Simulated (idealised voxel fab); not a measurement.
process module | voxel capacitor over wiring
cross-section cut | 225 nm wide | cells 5 nm
A cross-section is a grid of square cells, given in bands from the top down. A band is one or more rows of cells.
Each band's line starts with the height of the band's top and of its bottom, in nm. Then come its materials from left to right, each with its width in nm. One material with "throughout" fills the band from edge to edge. "air" is empty space.
Height 0 is the level under which the wafer as received is all one material. The lowest band goes on downwards, as in "0 down".
A width such as "30 to 40" changes by the same amount from each row of cells to the next, from the band's top row to its bottom row.
"no change" after a step means that no cell of the cross-section changed.
closed voids: empty space of 8 cells or more with no open way to the top, each as width x height at its distance from the left edge, in nm
after a step's settings: what the simulator itself notes on the step
overlay nm, on a step with a mask: how far to the right of its planned place the mask lay; to the left if negative
plan
1 op RECEIVE | material Si
2 op CONFORMAL_DEP | material SiO2 | thk nm 15
3 op CONFORMAL_DEP | material SiN | thk nm 5
4 op DIRECTIONAL_DEP | material SiO2 | thk nm 25
5 op DIRECTIONAL_DEP | material aC | thk nm 10
6 op PATTERN | tone open | mask id METAL_1 | material resist | width nm 25 | pitch nm 85 | thk nm 30 | overlay nm 0
7 op DIRECTIONAL_ETCH | etch materials aC | depth nm 10
8 op STRIP | etch materials resist
9 op DIRECTIONAL_ETCH | etch materials SiO2 | depth nm 25
10 op DIRECTIONAL_ETCH | etch materials SiN | depth nm 5
11 op STRIP | etch materials aC
12 op CONFORMAL_DEP | material TiN | thk nm 5
13 op FILL_DEP | material Ru | thk nm 5
14 op CMP | height nm 45
15 op EPI | material Ru | thk nm 5
16 op FILL_DEP | material SiCN | thk nm 5
17 op DIRECTIONAL_DEP | material SiO2 | thk nm 15
18 op MASKED_ETCH | tone open | mask id PLUG_1 | width nm 15 | etch materials SiO2 | depth nm 15 | overlay nm 0
19 op MASKED_ETCH | tone open | mask id PLUG_1 | width nm 15 | etch materials SiCN | depth nm 5 | overlay nm 0
20 op CONFORMAL_DEP | material TiN | thk nm 5
21 op FILL_DEP | material W | thk nm 10
22 op CMP | height nm 70
23 op DIRECTIONAL_DEP | material TiN | thk nm 10
24 op DIRECTIONAL_DEP | material Al2O3 | thk nm 5
25 op DIRECTIONAL_DEP | material TiN | thk nm 10
26 op PATTERN | tone cover | mask id UPPER_PLATE | material resist | width nm 65 | thk nm 15 | overlay nm 0
27 op DIRECTIONAL_ETCH | etch materials TiN | depth nm 10
28 op DIRECTIONAL_ETCH | etch materials Al2O3 | depth nm 5
29 op STRIP | etch materials resist
30 op DIRECTIONAL_DEP | material aC | thk nm 15
31 op PATTERN | tone cover | mask id LOWER_PLATE | material resist | width nm 75 | thk nm 30 | overlay nm 0
32 op DIRECTIONAL_ETCH | etch materials aC | depth nm 15
33 op STRIP | etch materials resist
34 op DIRECTIONAL_ETCH | etch materials TiN | depth nm 10
35 op STRIP | etch materials aC
36 op FILL_DEP | material SiO2 | thk nm 15
37 op CMP | height nm 105
38 op PATTERN | tone open | mask id PLUG_2 | material resist | width nm 15 | thk nm 20 | overlay nm 0
39 op DIRECTIONAL_ETCH | etch materials SiO2 | depth nm 10
40 op STRIP | etch materials resist
41 op CONFORMAL_DEP | material TiN | thk nm 5
42 op FILL_DEP | material Cu | thk nm 10
43 op CMP | height nm 105
44 op CONFORMAL_DEP | material SiCN | thk nm 5
as received, after step 1
  0 down: Si throughout
  closed voids: none
first wafer at the end, as planned
  110 to 105: SiCN throughout
  105 to 100: SiO2 75 | TiN 5 | Cu 5 | TiN 5 | SiO2 135
  100 to 95: SiO2 75 | TiN 15 | SiO2 135
  95 to 85: SiO2 65 | TiN 65 | SiO2 95
  85 to 80: SiO2 65 | Al2O3 65 | SiO2 95
  80 to 70: SiO2 60 | TiN 75 | SiO2 90
  70 to 55: SiO2 65 | TiN 5 | W 5 | TiN 5 | SiO2 145
  55 to 50: SiCN 65 | TiN 15 | SiCN 145
  50 to 45: SiCN 50 | Ru 35 | SiCN 50 | Ru 35 | SiCN 55
  45 to 20: SiO2 55 | TiN 5 | Ru 15 | TiN 5 | SiO2 60 | TiN 5 | Ru 15 | TiN 5 | SiO2 60
  20 to 15: SiN 55 | TiN 25 | SiN 60 | TiN 25 | SiN 60
  15 to 0: SiO2 throughout
  0 down: Si throughout
  closed voids: none
second wafer at the end: like start, like plan, one mistake
  110 to 105: SiCN throughout
  105 to 100: SiO2 70 | TiN 5 | Cu 15 | TiN 5 | SiO2 130
  100 to 95: SiO2 70 | TiN 25 | SiO2 130
  95 to 85: SiO2 65 | TiN 65 | SiO2 95
  85 to 80: SiO2 65 | Al2O3 65 | SiO2 95
  80 to 70: SiO2 60 | TiN 75 | SiO2 90
  70 to 55: SiO2 65 | TiN 5 | W 5 | TiN 5 | SiO2 145
  55 to 50: SiCN 65 | TiN 15 | SiCN 145
  50 to 45: SiCN 50 | Ru 35 | SiCN 50 | Ru 35 | SiCN 55
  45 to 20: SiO2 55 | TiN 5 | Ru 15 | TiN 5 | SiO2 60 | TiN 5 | Ru 15 | TiN 5 | SiO2 60
  20 to 15: SiN 55 | TiN 25 | SiN 60 | TiN 25 | SiN 60
  15 to 0: SiO2 throughout
  0 down: Si throughout
  closed voids: none
what went wrong: step 38 ran as: op PATTERN | tone open | mask id PLUG_2 | material resist | width nm 25 | thk nm 20 | overlay nm 0
at the end the second wafer has, in cells: 2 more of Cu | 4 fewer of SiO2 | 2 more of TiN
